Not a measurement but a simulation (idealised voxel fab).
process module | voxel transistor to metal
cross-section cut | 185 nm wide | cells 5 nm
A cross-section is a grid of square cells, given in bands from the top down. A band is one or more rows of cells.
Each band's line starts with the height of the band's top and of its bottom, in nm. Then come its materials from left to right, each with its width in nm. One material with "throughout" fills the band from edge to edge. "air" is empty space.
Height 0 is the level under which the wafer as received is all one material. The lowest band goes on downwards, as in "0 down".
A width such as "30 to 40" changes by the same amount from each row of cells to the next, from the band's top row to its bottom row.
"no change" after a step means that no cell of the cross-section changed.
closed voids: empty space of 8 cells or more with no open way to the top, each as width x height at its distance from the left edge, in nm
after a step's settings: what the simulator itself notes on the step
overlay nm, on a step with a mask: how far to the right of its planned place the mask lay; to the left if negative
plan
1 op RECEIVE | material Si
2 op OXIDIZE | depth nm 5
3 op CONFORMAL_DEP | material SiN | thk nm 10
4 op DIRECTIONAL_DEP | material aC | thk nm 10
5 op PATTERN | tone cover | mask id ACTIVE | material resist | width nm 95 | thk nm 30 | overlay nm 0
6 op DIRECTIONAL_ETCH | etch materials aC | depth nm 10
7 op STRIP | etch materials resist
8 op DIRECTIONAL_ETCH | etch materials SiN | depth nm 10
9 op DIRECTIONAL_ETCH | etch materials SiO2 | depth nm 5
10 op DIRECTIONAL_ETCH | etch materials Si | depth nm 25
11 op STRIP | etch materials aC
12 op FILL_DEP | material SiO2 | thk nm 10
13 op CMP | height nm 10
14 op SELECTIVE_ETCH | etch materials SiO2 | depth nm 5
15 op STRIP | etch materials SiN
16 op SELECTIVE_ETCH | etch materials SiO2 | depth nm 5
17 op OXIDIZE | depth nm 5
18 op DIRECTIONAL_DEP | material polySi | thk nm 20
19 op DIRECTIONAL_DEP | material SiCN | thk nm 15
20 op DIRECTIONAL_DEP | material aC | thk nm 10
21 op PATTERN | tone cover | mask id GATE | material resist | width nm 25 | thk nm 30 | overlay nm 0
22 op DIRECTIONAL_ETCH | etch materials aC | depth nm 10
23 op STRIP | etch materials resist
24 op DIRECTIONAL_ETCH | etch materials SiCN | depth nm 25
25 op DIRECTIONAL_ETCH | etch materials polySi | depth nm 30
26 op STRIP | etch materials aC
27 op CONFORMAL_DEP | material SiN | thk nm 10
28 op DIRECTIONAL_ETCH | etch materials SiN | depth nm 10
29 op DIRECTIONAL_ETCH | etch materials SiO2 | depth nm 5
30 op EPI | material nSi | thk nm 5
31 op FILL_DEP | material SiO2 | thk nm 5
32 op CMP | height nm 15
33 op STRIP | etch materials polySi
34 op SELECTIVE_ETCH | etch materials SiO2 | depth nm 5
35 op CONFORMAL_DEP | material HfO2 | thk nm 5
36 op CONFORMAL_DEP | material TiN | thk nm 5
37 op FILL_DEP | material W | thk nm 10
38 op CMP | height nm 10
39 op DIRECTIONAL_DEP | material SiO2 | thk nm 15
40 op DIRECTIONAL_DEP | material aC | thk nm 10
41 op PATTERN | tone open | mask id CONTACT | material resist | width nm 15 | pitch nm 70 | thk nm 30 | overlay nm 0
42 op DIRECTIONAL_ETCH | etch materials aC | depth nm 10
43 op STRIP | etch materials resist
44 op DIRECTIONAL_ETCH | etch materials SiO2 | depth nm 30
45 op STRIP | etch materials aC
46 op CONFORMAL_DEP | material TiN | thk nm 5
47 op FILL_DEP | material W | thk nm 5
48 op CMP | height nm 25
49 op DIRECTIONAL_DEP | material TiN | thk nm 5
50 op DIRECTIONAL_DEP | material W | thk nm 15
51 op DIRECTIONAL_DEP | material aC | thk nm 15
52 op PATTERN | tone cover | mask id METAL_1 | material resist | width nm 15 | pitch nm 70 | thk nm 35 | overlay nm 0
53 op DIRECTIONAL_ETCH | etch materials aC | depth nm 15
54 op STRIP | etch materials resist
55 op DIRECTIONAL_ETCH | etch materials W | depth nm 15
56 op DIRECTIONAL_ETCH | etch materials TiN | depth nm 5
57 op STRIP | etch materials aC
58 op FILL_DEP | material lowk | thk nm 10
59 op CMP | height nm 45
60 op CONFORMAL_DEP | material SiCN | thk nm 5
61 op DIRECTIONAL_DEP | material SiO2 | thk nm 35
62 op PATTERN | tone open | mask id METAL_2 | material resist | width nm 15 | pitch nm 70 | thk nm 20 | overlay nm 0
63 op DIRECTIONAL_ETCH | etch materials SiO2 | depth nm 20
64 op STRIP | etch materials resist
65 op MASKED_ETCH | tone open | mask id METAL_2_HOLES | width nm 15 | pitch nm 70 | etch materials SiO2 | depth nm 15 | overlay nm 0
66 op MASKED_ETCH | tone open | mask id METAL_2_HOLES | width nm 15 | pitch nm 70 | etch materials SiCN | depth nm 5 | overlay nm 0
67 op CONFORMAL_DEP | material TiN | thk nm 5
68 op FILL_DEP | material Cu | thk nm 10
69 op CMP | height nm 85
70 op CONFORMAL_DEP | material SiCN | thk nm 5
first wafer, as planned
as received, after step 1
  0 down: Si throughout
  closed voids: none
after step 2
  0 to -5: SiO2 throughout
  below -5: unchanged
after step 3
  10 to 0: SiN throughout
  below 0: unchanged
after step 4
  20 to 10: aC throughout
  below 10: unchanged
after step 5
  50 to 20: air 45 | resist 95 | air 45
  below 20: unchanged
after step 6
  40 to 20: air 45 | resist 95 | air 45
  20 to 10: air 45 | aC 95 | air 45
  below 10: unchanged
after step 7
  20 to 10: air 45 | aC 95 | air 45
  below 10: unchanged
after step 8
  20 to 10: air 45 | aC 95 | air 45
  10 to 0: air 45 | SiN 95 | air 45
  below 0: unchanged
after step 9
  20 to 10: air 45 | aC 95 | air 45
  10 to 0: air 45 | SiN 95 | air 45
  0 to -5: air 45 | SiO2 95 | air 45
  below -5: unchanged
after step 10
  20 to 10: air 45 | aC 95 | air 45
  10 to 0: air 45 | SiN 95 | air 45
  0 to -5: air 45 | SiO2 95 | air 45
  -5 to -30: air 45 | Si 95 | air 45
  below -30: unchanged
after step 11
  10 to 0: air 45 | SiN 95 | air 45
  below 0: unchanged
after step 12
  20 to 10: SiO2 throughout
  10 to 0: SiO2 45 | SiN 95 | SiO2 45
  0 to -5: SiO2 throughout
  -5 to -30: SiO2 45 | Si 95 | SiO2 45
  below -30: unchanged
after step 13
  10 to 0: SiO2 45 | SiN 95 | SiO2 45
  below 0: unchanged
after step 14
  10 to 5: air 45 | SiN 95 | air 45
  below 5: unchanged
after step 15
  5 to 0: SiO2 45 | air 95 | SiO2 45
  below 0: unchanged
after step 16
  0 to -5: SiO2 40 | air 105 | SiO2 40
  below -5: unchanged
after step 17
  0 to -5: SiO2 40 | air 105 | SiO2 40
  -5 to -10: SiO2 throughout
  below -10: unchanged
after step 18
  20 to 15: polySi 40 | air 105 | polySi 40
  15 to 0: polySi throughout
  0 to -5: SiO2 40 | polySi 105 | SiO2 40
  below -5: unchanged
after step 19
  35 to 30: SiCN 40 | air 105 | SiCN 40
  30 to 20: SiCN throughout
  20 to 15: polySi 40 | SiCN 105 | polySi 40
  below 15: unchanged
after step 20
  45 to 40: aC 40 | air 105 | aC 40
  40 to 35: aC throughout
  35 to 30: SiCN 40 | aC 105 | SiCN 40
  below 30: unchanged
after step 21
  75 to 45: air 80 | resist 25 | air 80
  45 to 40: aC 40 | air 40 | resist 25 | air 40 | aC 40
  below 40: unchanged
after step 22
  65 to 40: air 80 | resist 25 | air 80
  40 to 35: air 80 | aC 25 | air 80
  35 to 30: SiCN 40 | air 40 | aC 25 | air 40 | SiCN 40
  below 30: unchanged
after step 23
  40 to 35: air 80 | aC 25 | air 80
  below 35: unchanged
after step 24
  40 to 30: air 80 | aC 25 | air 80
  30 to 20: air 80 | SiCN 25 | air 80
  20 to 15: polySi 40 | air 40 | SiCN 25 | air 40 | polySi 40
  below 15: unchanged
after step 25
  40 to 30: air 80 | aC 25 | air 80
  30 to 15: air 80 | SiCN 25 | air 80
  15 to 0: air 80 | polySi 25 | air 80
  0 to -5: SiO2 40 | air 40 | polySi 25 | air 40 | SiO2 40
  below -5: unchanged
after step 26
  30 to 15: air 80 | SiCN 25 | air 80
  below 15: unchanged
after step 27
  40 to 30: air 70 | SiN 45 | air 70
  30 to 15: air 70 | SiN 10 | SiCN 25 | SiN 10 | air 70
  15 to 10: air 70 | SiN 10 | polySi 25 | SiN 10 | air 70
  10 to 5: SiN 50 | air 20 | SiN 10 | polySi 25 | SiN 10 | air 20 | SiN 50
  5 to 0: SiN 80 | polySi 25 | SiN 80
  0 to -5: SiO2 40 | SiN 40 | polySi 25 | SiN 40 | SiO2 40
  below -5: unchanged
after step 28
  30 to 15: air 70 | SiN 10 | SiCN 25 | SiN 10 | air 70
  15 to 0: air 70 | SiN 10 | polySi 25 | SiN 10 | air 70
  0 to -5: SiO2 40 | SiN 10 | air 20 | SiN 10 | polySi 25 | SiN 10 | air 20 | SiN 10 | SiO2 40
  below -5: unchanged
after step 29
  30 to 15: air 70 | SiN 10 | SiCN 25 | SiN 10 | air 70
  15 to 0: air 70 | SiN 10 | polySi 25 | SiN 10 | air 70
  0 to -5: air 40 | SiN 10 | air 20 | SiN 10 | polySi 25 | SiN 10 | air 20 | SiN 10 | air 40
  -5 to -10: SiO2 50 | air 20 | SiO2 45 | air 20 | SiO2 50
  below -10: unchanged
after step 30
  30 to 15: air 70 | SiN 10 | SiCN 25 | SiN 10 | air 70
  15 to 0: air 70 | SiN 10 | polySi 25 | SiN 10 | air 70
  0 to -5: air 40 | SiN 10 | air 20 | SiN 10 | polySi 25 | SiN 10 | air 20 | SiN 10 | air 40
  -5 to -10: SiO2 50 | nSi 20 | SiO2 45 | nSi 20 | SiO2 50
  below -10: unchanged
after step 31
  35 to 30: SiO2 throughout
  30 to 15: SiO2 70 | SiN 10 | SiCN 25 | SiN 10 | SiO2 70
  15 to 0: SiO2 70 | SiN 10 | polySi 25 | SiN 10 | SiO2 70
  0 to -5: SiO2 40 | SiN 10 | SiO2 20 | SiN 10 | polySi 25 | SiN 10 | SiO2 20 | SiN 10 | SiO2 40
  below -5: unchanged
after step 32
  15 to 0: SiO2 70 | SiN 10 | polySi 25 | SiN 10 | SiO2 70
  below 0: unchanged
after step 33
  15 to 0: SiO2 70 | SiN 10 | air 25 | SiN 10 | SiO2 70
  0 to -5: SiO2 40 | SiN 10 | SiO2 20 | SiN 10 | air 25 | SiN 10 | SiO2 20 | SiN 10 | SiO2 40
  below -5: unchanged
after step 34
  15 to 10: air 70 | SiN 10 | air 25 | SiN 10 | air 70
  10 to 0: SiO2 70 | SiN 10 | air 25 | SiN 10 | SiO2 70
  0 to -5: SiO2 40 | SiN 10 | SiO2 20 | SiN 10 | air 25 | SiN 10 | SiO2 20 | SiN 10 | SiO2 40
  -5 to -10: SiO2 50 | nSi 20 | SiO2 5 | air 35 | SiO2 5 | nSi 20 | SiO2 50
  below -10: unchanged
after step 35
  20 to 15: air 65 | HfO2 20 | air 15 | HfO2 20 | air 65
  15 to 10: HfO2 70 | SiN 10 | HfO2 5 | air 15 | HfO2 5 | SiN 10 | HfO2 70
  10 to 0: SiO2 70 | SiN 10 | HfO2 5 | air 15 | HfO2 5 | SiN 10 | SiO2 70
  0 to -5: SiO2 40 | SiN 10 | SiO2 20 | SiN 10 | HfO2 5 | air 15 | HfO2 5 | SiN 10 | SiO2 20 | SiN 10 | SiO2 40
  -5 to -10: SiO2 50 | nSi 20 | SiO2 5 | HfO2 35 | SiO2 5 | nSi 20 | SiO2 50
  below -10: unchanged
after step 36
  25 to 20: air 60 | TiN 30 | air 5 | TiN 30 | air 60
  20 to 15: TiN 65 | HfO2 20 | TiN 5 | air 5 | TiN 5 | HfO2 20 | TiN 65
  15 to 10: HfO2 70 | SiN 10 | HfO2 5 | TiN 5 | air 5 | TiN 5 | HfO2 5 | SiN 10 | HfO2 70
  10 to 0: SiO2 70 | SiN 10 | HfO2 5 | TiN 5 | air 5 | TiN 5 | HfO2 5 | SiN 10 | SiO2 70
  0 to -5: SiO2 40 | SiN 10 | SiO2 20 | SiN 10 | HfO2 5 | TiN 15 | HfO2 5 | SiN 10 | SiO2 20 | SiN 10 | SiO2 40
  below -5: unchanged
after step 37
  35 to 25: W throughout
  25 to 20: W 60 | TiN 30 | W 5 | TiN 30 | W 60
  20 to 15: TiN 65 | HfO2 20 | TiN 5 | W 5 | TiN 5 | HfO2 20 | TiN 65
  15 to 10: HfO2 70 | SiN 10 | HfO2 5 | TiN 5 | W 5 | TiN 5 | HfO2 5 | SiN 10 | HfO2 70
  10 to 0: SiO2 70 | SiN 10 | HfO2 5 | TiN 5 | W 5 | TiN 5 | HfO2 5 | SiN 10 | SiO2 70
  below 0: unchanged
after step 38
  10 to 0: SiO2 70 | SiN 10 | HfO2 5 | TiN 5 | W 5 | TiN 5 | HfO2 5 | SiN 10 | SiO2 70
  below 0: unchanged
after step 39
  25 to 10: SiO2 throughout
  below 10: unchanged
after step 40
  35 to 25: aC throughout
  below 25: unchanged
after step 41
  65 to 35: resist 50 | air 15 | resist 55 | air 15 | resist 50
  below 35: unchanged
after step 42
  55 to 35: resist 50 | air 15 | resist 55 | air 15 | resist 50
  35 to 25: aC 50 | air 15 | aC 55 | air 15 | aC 50
  below 25: unchanged
after step 43
  35 to 25: aC 50 | air 15 | aC 55 | air 15 | aC 50
  below 25: unchanged
after step 44
  35 to 25: aC 50 | air 15 | aC 55 | air 15 | aC 50
  25 to 10: SiO2 50 | air 15 | SiO2 55 | air 15 | SiO2 50
  10 to 0: SiO2 50 | air 15 | SiO2 5 | SiN 10 | HfO2 5 | TiN 5 | W 5 | TiN 5 | HfO2 5 | SiN 10 | SiO2 5 | air 15 | SiO2 50
  0 to -5: SiO2 40 | SiN 10 | air 15 | SiO2 5 | SiN 10 | HfO2 5 | TiN 15 | HfO2 5 | SiN 10 | SiO2 5 | air 15 | SiN 10 | SiO2 40
  below -5: unchanged
after step 45
  25 to 10: SiO2 50 | air 15 | SiO2 55 | air 15 | SiO2 50
  below 10: unchanged
after step 46
  30 to 25: TiN 55 | air 5 | TiN 65 | air 5 | TiN 55
  25 to 10: SiO2 50 | TiN 5 | air 5 | TiN 5 | SiO2 55 | TiN 5 | air 5 | TiN 5 | SiO2 50
  10 to 0: SiO2 50 | TiN 5 | air 5 | TiN 5 | SiO2 5 | SiN 10 | HfO2 5 | TiN 5 | W 5 | TiN 5 | HfO2 5 | SiN 10 | SiO2 5 | TiN 5 | air 5 | TiN 5 | SiO2 50
  0 to -5: SiO2 40 | SiN 10 | TiN 15 | SiO2 5 | SiN 10 | HfO2 5 | TiN 15 | HfO2 5 | SiN 10 | SiO2 5 | TiN 15 | SiN 10 | SiO2 40
  below -5: unchanged
after step 47
  35 to 30: W throughout
  30 to 25: TiN 55 | W 5 | TiN 65 | W 5 | TiN 55
  25 to 10: SiO2 50 | TiN 5 | W 5 | TiN 5 | SiO2 55 | TiN 5 | W 5 | TiN 5 | SiO2 50
  10 to 0: SiO2 50 | TiN 5 | W 5 | TiN 5 | SiO2 5 | SiN 10 | HfO2 5 | TiN 5 | W 5 | TiN 5 | HfO2 5 | SiN 10 | SiO2 5 | TiN 5 | W 5 | TiN 5 | SiO2 50
  below 0: unchanged
after step 48
  25 to 10: SiO2 50 | TiN 5 | W 5 | TiN 5 | SiO2 55 | TiN 5 | W 5 | TiN 5 | SiO2 50
  below 10: unchanged
after step 49
  30 to 25: TiN throughout
  below 25: unchanged
after step 50
  45 to 30: W throughout
  below 30: unchanged
after step 51
  60 to 45: aC throughout
  below 45: unchanged
after step 52
  95 to 60: air 50 | resist 15 | air 55 | resist 15 | air 50
  below 60: unchanged
after step 53
  80 to 60: air 50 | resist 15 | air 55 | resist 15 | air 50
  60 to 45: air 50 | aC 15 | air 55 | aC 15 | air 50
  below 45: unchanged
after step 54
  60 to 45: air 50 | aC 15 | air 55 | aC 15 | air 50
  below 45: unchanged
after step 55
  60 to 45: air 50 | aC 15 | air 55 | aC 15 | air 50
  45 to 30: air 50 | W 15 | air 55 | W 15 | air 50
  below 30: unchanged
after step 56
  60 to 45: air 50 | aC 15 | air 55 | aC 15 | air 50
  45 to 30: air 50 | W 15 | air 55 | W 15 | air 50
  30 to 25: air 50 | TiN 15 | air 55 | TiN 15 | air 50
  below 25: unchanged
after step 57
  45 to 30: air 50 | W 15 | air 55 | W 15 | air 50
  below 30: unchanged
after step 58
  55 to 45: lowk throughout
  45 to 30: lowk 50 | W 15 | lowk 55 | W 15 | lowk 50
  30 to 25: lowk 50 | TiN 15 | lowk 55 | TiN 15 | lowk 50
  below 25: unchanged
after step 59
  45 to 30: lowk 50 | W 15 | lowk 55 | W 15 | lowk 50
  below 30: unchanged
after step 60
  50 to 45: SiCN throughout
  below 45: unchanged
after step 61
  85 to 50: SiO2 throughout
  below 50: unchanged
after step 62
  105 to 85: resist 50 | air 15 | resist 55 | air 15 | resist 50
  below 85: unchanged
after step 63
  105 to 85: resist 50 | air 15 | resist 55 | air 15 | resist 50
  85 to 65: SiO2 50 | air 15 | SiO2 55 | air 15 | SiO2 50
  below 65: unchanged
after step 64
  85 to 65: SiO2 50 | air 15 | SiO2 55 | air 15 | SiO2 50
  below 65: unchanged
after step 65
  85 to 50: SiO2 50 | air 15 | SiO2 55 | air 15 | SiO2 50
  below 50: unchanged
after step 66
  85 to 50: SiO2 50 | air 15 | SiO2 55 | air 15 | SiO2 50
  50 to 45: SiCN 50 | air 15 | SiCN 55 | air 15 | SiCN 50
  below 45: unchanged
after step 67
  90 to 85: TiN 55 | air 5 | TiN 65 | air 5 | TiN 55
  85 to 50: SiO2 50 | TiN 5 | air 5 | TiN 5 | SiO2 55 | TiN 5 | air 5 | TiN 5 | SiO2 50
  50 to 45: SiCN 50 | TiN 15 | SiCN 55 | TiN 15 | SiCN 50
  below 45: unchanged
after step 68
  100 to 90: Cu throughout
  90 to 85: TiN 55 | Cu 5 | TiN 65 | Cu 5 | TiN 55
  85 to 50: SiO2 50 | TiN 5 | Cu 5 | TiN 5 | SiO2 55 | TiN 5 | Cu 5 | TiN 5 | SiO2 50
  below 50: unchanged
after step 69
  85 to 50: SiO2 50 | TiN 5 | Cu 5 | TiN 5 | SiO2 55 | TiN 5 | Cu 5 | TiN 5 | SiO2 50
  below 50: unchanged
after step 70
  90 to 85: SiCN throughout
  below 85: unchanged
second wafer: like start, like plan, one mistake. Through step 37 it matches the first wafer
when step 38 should have ended: no change
when step 39 should have ended
  50 to 35: SiO2 throughout
  below 35: unchanged
when step 40 should have ended
  60 to 50: aC throughout
  below 50: unchanged
when step 41 should have ended
  90 to 60: resist 50 | air 15 | resist 55 | air 15 | resist 50
  below 60: unchanged
when step 42 should have ended
  80 to 60: resist 50 | air 15 | resist 55 | air 15 | resist 50
  60 to 50: aC 50 | air 15 | aC 55 | air 15 | aC 50
  below 50: unchanged
when step 43 should have ended
  60 to 50: aC 50 | air 15 | aC 55 | air 15 | aC 50
  below 50: unchanged
when step 44 should have ended
  60 to 50: aC 50 | air 15 | aC 55 | air 15 | aC 50
  50 to 35: SiO2 50 | air 15 | SiO2 55 | air 15 | SiO2 50
  below 35: unchanged
when step 45 should have ended
  50 to 35: SiO2 50 | air 15 | SiO2 55 | air 15 | SiO2 50
  below 35: unchanged
when step 46 should have ended
  55 to 50: TiN 55 | air 5 | TiN 65 | air 5 | TiN 55
  50 to 40: SiO2 50 | TiN 5 | air 5 | TiN 5 | SiO2 55 | TiN 5 | air 5 | TiN 5 | SiO2 50
  40 to 35: SiO2 50 | TiN 15 | SiO2 55 | TiN 15 | SiO2 50
  below 35: unchanged
when step 47 should have ended
  60 to 55: W throughout
  55 to 50: TiN 55 | W 5 | TiN 65 | W 5 | TiN 55
  50 to 40: SiO2 50 | TiN 5 | W 5 | TiN 5 | SiO2 55 | TiN 5 | W 5 | TiN 5 | SiO2 50
  below 40: unchanged
when step 48 should have ended
  25 to 20: W 60 | TiN 30 | W 5 | TiN 30 | W 60
  below 20: unchanged
when step 49 should have ended
  30 to 25: TiN throughout
  below 25: unchanged
when step 50 should have ended
  45 to 30: W throughout
  below 30: unchanged
when step 51 should have ended
  60 to 45: aC throughout
  below 45: unchanged
when step 52 should have ended
  95 to 60: air 50 | resist 15 | air 55 | resist 15 | air 50
  below 60: unchanged
when step 53 should have ended
  80 to 60: air 50 | resist 15 | air 55 | resist 15 | air 50
  60 to 45: air 50 | aC 15 | air 55 | aC 15 | air 50
  below 45: unchanged
when step 54 should have ended
  60 to 45: air 50 | aC 15 | air 55 | aC 15 | air 50
  below 45: unchanged
when step 55 should have ended
  60 to 45: air 50 | aC 15 | air 55 | aC 15 | air 50
  45 to 30: air 50 | W 15 | air 55 | W 15 | air 50
  below 30: unchanged
when step 56 should have ended
  60 to 45: air 50 | aC 15 | air 55 | aC 15 | air 50
  45 to 30: air 50 | W 15 | air 55 | W 15 | air 50
  30 to 25: air 50 | TiN 15 | air 55 | TiN 15 | air 50
  below 25: unchanged
when step 57 should have ended
  45 to 30: air 50 | W 15 | air 55 | W 15 | air 50
  below 30: unchanged
when step 58 should have ended
  55 to 45: lowk throughout
  45 to 30: lowk 50 | W 15 | lowk 55 | W 15 | lowk 50
  30 to 25: lowk 50 | TiN 15 | lowk 55 | TiN 15 | lowk 50
  below 25: unchanged
when step 59 should have ended
  45 to 30: lowk 50 | W 15 | lowk 55 | W 15 | lowk 50
  below 30: unchanged
when step 60 should have ended
  50 to 45: SiCN throughout
  below 45: unchanged
when step 61 should have ended
  85 to 50: SiO2 throughout
  below 50: unchanged
when step 62 should have ended
  105 to 85: resist 50 | air 15 | resist 55 | air 15 | resist 50
  below 85: unchanged
when step 63 should have ended
  105 to 85: resist 50 | air 15 | resist 55 | air 15 | resist 50
  85 to 65: SiO2 50 | air 15 | SiO2 55 | air 15 | SiO2 50
  below 65: unchanged
when step 64 should have ended
  85 to 65: SiO2 50 | air 15 | SiO2 55 | air 15 | SiO2 50
  below 65: unchanged
when step 65 should have ended
  85 to 50: SiO2 50 | air 15 | SiO2 55 | air 15 | SiO2 50
  below 50: unchanged
when step 66 should have ended
  85 to 50: SiO2 50 | air 15 | SiO2 55 | air 15 | SiO2 50
  50 to 45: SiCN 50 | air 15 | SiCN 55 | air 15 | SiCN 50
  below 45: unchanged
when step 67 should have ended
  90 to 85: TiN 55 | air 5 | TiN 65 | air 5 | TiN 55
  85 to 50: SiO2 50 | TiN 5 | air 5 | TiN 5 | SiO2 55 | TiN 5 | air 5 | TiN 5 | SiO2 50
  50 to 45: SiCN 50 | TiN 15 | SiCN 55 | TiN 15 | SiCN 50
  below 45: unchanged
when step 68 should have ended
  100 to 90: Cu throughout
  90 to 85: TiN 55 | Cu 5 | TiN 65 | Cu 5 | TiN 55
  85 to 50: SiO2 50 | TiN 5 | Cu 5 | TiN 5 | SiO2 55 | TiN 5 | Cu 5 | TiN 5 | SiO2 50
  below 50: unchanged
when step 69 should have ended
  85 to 50: SiO2 50 | TiN 5 | Cu 5 | TiN 5 | SiO2 55 | TiN 5 | Cu 5 | TiN 5 | SiO2 50
  below 50: unchanged
when step 70 should have ended
  90 to 85: SiCN throughout
  below 85: unchanged
what went wrong: step 38 was left out
at the end the second wafer has, in cells: 38 more of HfO2 | 4 more of SiN | 75 fewer of SiO2 | 16 more of TiN | 17 more of W
